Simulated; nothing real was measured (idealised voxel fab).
Process module name: voxel local oxidation
Each square cell in cross-section cut measures 5 nm, and the section as a whole is 265 nm wide.
Cross-section = grid of square cells, listed top down in bands; band = one or more rows. A band entry consists of two parts. The first gives the height of the band's top and the height of its bottom, in nm. The rest lists the band's materials from left to right, each with its width in nm. A single material labelled with the word "throughout" fills the band from edge to edge, and the word "blank" marks empty space. Ref level 0: as-received wafer is one material below here. Bottom band extends down with no lower bound ("0 -> down"). So if you see something like "30..40" for the width, read it as the top row of the band sitting at the first number and the bottom row at the second, with every row in between moving by the same amount as the last. Where a step carries "remained unchanged", the cross-section came out of it unchanged, cell for cell. The entry titled "Completely sealed voids" provides the empty spaces that have no open way to the top, restricted to those of 8 cells or more. Each is presented as width x height at distance, the distance being measured from the left edge, with all three in nm. The remark found on a step's line after its settings is issued by the simulator itself and pertains to that step. "overlay nm" on a masked step: distance the mask lay right of its planned place, negative for left. Guide to the pairs. Each holds a before and an after cross-section around one process step; the after cross-section is cut off at the lowest band that changed. Look under the pair for the step between them and its settings. Pairs can come from different runs of this module on the same starting wafer, so a pair follows on from the one above it only where its entry headed "Before processing step" says it does.
## Before processing step
* 0 -> down  Si throughout
* Completely sealed voids: none
## Cross-Section Thereafter
* 0 -> -5  SiO2 throughout
* Everything under -5 stays put, no change at all.
* Completely sealed voids: none
The before and after cross-sections above are linked by OXIDIZE with depth nm 5
Before processing step: just use the after drawing of the pair above as your starting point.
## Cross-Section Thereafter
* 10 -> 0  SiN throughout
* Everything under 0 stays put, no change at all.
* Completely sealed voids: none
The before and after cross-sections above are linked by CONFORMAL_DEP with material SiN, thk nm 10
Before processing step: just use the after drawing of the pair above as your starting point.
## Cross-Section Thereafter
* 10 -> 0  65 nm blank | 130 nm SiN | 70 nm blank
* Everything under 0 stays put, no change at all.
* Completely sealed voids: none
The before and after cross-sections above are linked by MASKED_ETCH with tone cover, mask id ACTIVE, width nm 130, etch materials SiN, depth nm 10, overlay nm 0
Before processing step: just use the after drawing of the pair above as your starting point.
## Cross-Section Thereafter
* 10 -> 0  65 nm blank | 130 nm SiN | 70 nm blank
* 0 -> -5  70 nm blank | 120 nm SiO2 | 75 nm blank
* Everything under -5 stays put, no change at all.
* Completely sealed voids: none
The before and after cross-sections above are linked by SELECTIVE_ETCH with etch materials SiO2, depth nm 5
Before processing step: just use the after drawing of the pair above as your starting point.
## Cross-Section Thereafter
* 10 -> 0  65 nm blank | 130 nm SiN | 70 nm blank
* 0 -> -5  70 nm blank | 120 nm SiO2 | 75 nm blank
* -5 -> -20  85 nm SiO2 | 90 nm Si | 90 nm SiO2
* Everything under -20 stays put, no change at all.
* Completely sealed voids: none
The before and after cross-sections above are linked by OXIDIZE with depth nm 15
Before processing step: just use the after drawing of the pair above as your starting point.
## Cross-Section Thereafter
* 0 -> -5  70 nm blank | 120 nm SiO2 | 75 nm blank
* Everything under -5 stays put, no change at all.
* Completely sealed voids: none
The before and after cross-sections above are linked by STRIP with etch materials SiN
## Before processing step
* 0 -> -5  SiO2 throughout
* -5 -> down  Si throughout
* Completely sealed voids: none
## Cross-Section Thereafter
* -5 -> down  Si throughout
* Completely sealed voids: none
The before and after cross-sections above are linked by SELECTIVE_ETCH with etch materials SiO2, depth nm 5
Before processing step: just use the after drawing of the pair above as your starting point.
## Cross-Section Thereafter
* -5 -> -20  SiO2 throughout
* Everything under -20 stays put, no change at all.
* Completely sealed voids: none
The before and after cross-sections above are linked by OXIDIZE with depth nm 15
## Before processing step
* 10 -> 0  65 nm blank | 130 nm SiN | 70 nm blank
* 0 -> -5  70 nm blank | 120 nm SiO2 | 75 nm blank
* -5 -> down  Si throughout
* Completely sealed voids: none
## Cross-Section Thereafter
* 0 -> -5  70 nm blank | 120 nm SiO2 | 75 nm blank
* Everything under -5 stays put, no change at all.
* Completely sealed voids: none
The before and after cross-sections above are linked by STRIP with etch materials SiN
Before processing step: just use the after drawing of the pair above as your starting point.
## Cross-Section Thereafter
* 0 -> -5  70 nm blank | 120 nm SiO2 | 75 nm blank
* -5 -> -20  85 nm SiO2 | 90 nm Si | 90 nm SiO2
* Everything under -20 stays put, no change at all.
* Completely sealed voids: none
The before and after cross-sections above are linked by OXIDIZE with depth nm 15
## Before processing step
* 0 -> down  Si throughout
* Completely sealed voids: none
## Cross-Section Thereafter
* 0 -> -15  SiO2 throughout
* Everything under -15 stays put, no change at all.
* Completely sealed voids: none
The before and after cross-sections above are linked by OXIDIZE with depth nm 15
Before processing step: just use the after drawing of the pair above as your starting point.
## Cross-Section Thereafter
* 10 -> 0  SiN throughout
* Everything under 0 stays put, no change at all.
* Completely sealed voids: none
The before and after cross-sections above are linked by CONFORMAL_DEP with material SiN, thk nm 10
Before processing step: just use the after drawing of the pair above as your starting point.
## Cross-Section Thereafter
* 10 -> 0  65 nm blank | 130 nm SiN | 70 nm blank
* Everything under 0 stays put, no change at all.
* Completely sealed voids: none
The before and after cross-sections above are linked by MASKED_ETCH with tone cover, mask id ACTIVE, width nm 130, etch materials SiN, depth nm 10, overlay nm 0
Before processing step: just use the after drawing of the pair above as your starting point.
## Cross-Section Thereafter
* 10 -> 0  65 nm blank | 130 nm SiN | 70 nm blank
* 0 -> -5  70 nm blank | 120 nm SiO2 | 75 nm blank
* Everything under -5 stays put, no change at all.
* Completely sealed voids: none
The before and after cross-sections above are linked by SELECTIVE_ETCH with etch materials SiO2, depth nm 5
Before processing step: just use the after drawing of the pair above as your starting point.
## Cross-Section Thereafter
* 0 -> -5  70 nm blank | 120 nm SiO2 | 75 nm blank
* Everything under -5 stays put, no change at all.
* Completely sealed voids: none
The before and after cross-sections above are linked by STRIP with etch materials SiN
## Before processing step
* 10 -> 0  SiN throughout
* 0 -> -5  SiO2 throughout
* -5 -> down  Si throughout
* Completely sealed voids: none
## Cross-Section Thereafter
* 10 -> 0  65 nm blank | 135 nm SiN | 65 nm blank
* Everything under 0 stays put, no change at all.
* Completely sealed voids: none
The before and after cross-sections above are linked by MASKED_ETCH with tone cover, mask id ACTIVE, width nm 135, etch materials SiN, depth nm 10, overlay nm 0
Before processing step: just use the after drawing of the pair above as your starting point.
## Cross-Section Thereafter
* 10 -> 0  65 nm blank | 135 nm SiN | 65 nm blank
* 0 -> -5  70 nm blank | 125 nm SiO2 | 70 nm blank
* Everything under -5 stays put, no change at all.
* Completely sealed voids: none
The before and after cross-sections above are linked by SELECTIVE_ETCH with etch materials SiO2, depth nm 5
Before processing step: just use the after drawing of the pair above as your starting point.
## Cross-Section Thereafter
* 10 -> 0  65 nm blank | 135 nm SiN | 65 nm blank
* 0 -> -5  70 nm blank | 125 nm SiO2 | 70 nm blank
* -5 -> -20  85 nm SiO2 | 95 nm Si | 85 nm SiO2
* Everything under -20 stays put, no change at all.
* Completely sealed voids: none
The before and after cross-sections above are linked by OXIDIZE with depth nm 15
Before processing step: just use the after drawing of the pair above as your starting point.
## Cross-Section Thereafter
* 0 -> -5  70 nm blank | 125 nm SiO2 | 70 nm blank
* Everything under -5 stays put, no change at all.
* Completely sealed voids: none
The before and after cross-sections above are linked by STRIP with etch materials SiN
## Before processing step
* 10 -> 0  SiN throughout
* 0 -> -5  SiO2 throughout
* -5 -> down  Si throughout
* Completely sealed voids: none
## Cross-Section Thereafter
* 10 -> 0  75 nm blank | 130 nm SiN | 60 nm blank
* Everything under 0 stays put, no change at all.
* Completely sealed voids: none
The before and after cross-sections above are linked by MASKED_ETCH with tone cover, mask id ACTIVE, width nm 130, etch materials SiN, depth nm 10, overlay nm 10
Before processing step: just use the after drawing of the pair above as your starting point.
## Cross-Section Thereafter
* 10 -> 0  75 nm blank | 130 nm SiN | 60 nm blank
* 0 -> -5  80 nm blank | 120 nm SiO2 | 65 nm blank
* Everything under -5 stays put, no change at all.
* Completely sealed voids: none
The before and after cross-sections above are linked by SELECTIVE_ETCH with etch materials SiO2, depth nm 5
Before processing step: just use the after drawing of the pair above as your starting point.
## Cross-Section Thereafter
* 10 -> 0  75 nm blank | 130 nm SiN | 60 nm blank
* 0 -> -5  80 nm blank | 120 nm SiO2 | 65 nm blank
* -5 -> -20  95 nm SiO2 | 90 nm Si | 80 nm SiO2
* Everything under -20 stays put, no change at all.
* Completely sealed voids: none
The before and after cross-sections above are linked by OXIDIZE with depth nm 15
Before processing step: just use the after drawing of the pair above as your starting point.
## Cross-Section Thereafter
* 0 -> -5  80 nm blank | 120 nm SiO2 | 65 nm blank
* Everything under -5 stays put, no change at all.
* Completely sealed voids: none
The before and after cross-sections above are linked by STRIP with etch materials SiN
## Before processing step
* 0 -> -5  SiO2 throughout
* -5 -> down  Si throughout
* Completely sealed voids: none
## Cross-Section Thereafter
* 10 -> -5  SiO2 throughout
* Everything under -5 stays put, no change at all.
* Completely sealed voids: none
The before and after cross-sections above are linked by CONFORMAL_DEP with material SiO2, thk nm 10
Before processing step: just use the after drawing of the pair above as your starting point.
## Cross-Section Thereafter
* 5 -> -5  SiO2 throughout
* Everything under -5 stays put, no change at all.
* Completely sealed voids: none
The before and after cross-sections above are linked by SELECTIVE_ETCH with etch materials SiO2, depth nm 5
## Before processing step
* 10 -> 0  SiN throughout
* 0 -> -5  SiO2 throughout
* -5 -> down  Si throughout
* Completely sealed voids: none
## Cross-Section Thereafter
* 10 -> 0  65 nm SiN | 130 nm blank | 70 nm SiN
* Everything under 0 stays put, no change at all.
* Completely sealed voids: none
The before and after cross-sections above are linked by MASKED_ETCH with tone open, mask id ACTIVE, width nm 130, etch materials SiN, depth nm 10, overlay nm 0
Before processing step: just use the after drawing of the pair above as your starting point.
## Cross-Section Thereafter
* 10 -> 0  65 nm SiN | 130 nm blank | 70 nm SiN
* 0 -> -5  60 nm SiO2 | 140 nm blank | 65 nm SiO2
* Everything under -5 stays put, no change at all.
* Completely sealed voids: none
The before and after cross-sections above are linked by SELECTIVE_ETCH with etch materials SiO2, depth nm 5
Before processing step: just use the after drawing of the pair above as your starting point.
## Cross-Section Thereafter
* 10 -> 0  65 nm SiN | 130 nm blank | 70 nm SiN
* 0 -> -5  60 nm SiO2 | 140 nm blank | 65 nm SiO2
* -5 -> -20  45 nm Si | 170 nm SiO2 | 50 nm Si
* Everything under -20 stays put, no change at all.
* Completely sealed voids: none
The before and after cross-sections above are linked by OXIDIZE with depth nm 15
Before processing step: just use the after drawing of the pair above as your starting point.
## Cross-Section Thereafter
* 0 -> -5  60 nm SiO2 | 140 nm blank | 65 nm SiO2
* Everything under -5 stays put, no change at all.
* Completely sealed voids: none
The before and after cross-sections above are linked by STRIP with etch materials SiN
